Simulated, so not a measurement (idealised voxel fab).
Herein follows the process module entitled voxel double patterning.
Section shown: cut. Width: 215 nm. Cell size: 5 nm, square.
Heads up, the way a cross-section reads in here is a grid of square cells, handed over as bands from the top down, with every band being one or more rows of cells. This entry defines a band. It first specifies the height of the band's top and the height of its bottom in nm, and then specifies the band's materials from left to right, stating each material with its width in nm. The word "everywhere" identifies a single material that fills the band from edge to edge, while the word "air" identifies empty space. Where do heights start? At 0: under that level the wafer as delivered is made of one material only. And the lowest band has no floor; it just carries on downward, as in "from 0 down". You'd read "30 to 40" like this: the band's top row of cells is as wide as the first number, its bottom row is as wide as the second, and going down, every row changes width by the same amount as the row before did. "no change occurred", as given for a step, is the statement that not any cell of the cross-section underwent a change during that step. "Voids, fully enclosed" means: voids of 8 cells or more that are shut off from the top with no open way through. Written width x height at distance, distance from the left edge, in nm. What comes after the settings on a step's line is commentary from the simulator itself on that step. overlay nm: for a step with a mask, the amount by which the mask lay right of where it was planned; a negative amount means left of it.
Steps planned for the process:
1: RECEIVE with material Si
2: CONFORMAL_DEP with material SiO2, thk nm 5
3: DIRECTIONAL_DEP with material W, thk nm 20
4: DIRECTIONAL_DEP with material SiCN, thk nm 5
5: DIRECTIONAL_DEP with material aC, thk nm 10
6: PATTERN with tone open, mask id FIRST, material resist, width nm 15, pitch nm 50, thk nm 25, overlay nm 0
7: DIRECTIONAL_ETCH with etch materials aC, depth nm 10
8: STRIP with etch materials resist
9: DIRECTIONAL_ETCH with etch materials SiCN, depth nm 5
10: STRIP with etch materials aC
11: MASKED_ETCH with tone open, mask id SECOND, width nm 15, pitch nm 50, etch materials SiCN, depth nm 5, overlay nm 0
12: DIRECTIONAL_ETCH with etch materials W, depth nm 20
13: STRIP with etch materials SiCN
The plan shows the thk nm of step 4 as the first wafer had it; this setting differs between the wafers, which start out alike.
After step 1, as received: first of several wafers, cross-section:
	from 0 down: Si everywhere
	Voids, fully enclosed: none
Per wafer, end of module: cells gained (+) or lost (-) per material since receipt, then closed voids:
thk nm 5; +43 SiO2; +112 W; Voids, fully enclosed: none
thk nm 10; +43 SiO2; +172 W; Voids, fully enclosed: none
thk nm 15; +43 SiO2; +172 W; Voids, fully enclosed: none
thk nm 20; +43 SiO2; +172 W; Voids, fully enclosed: none
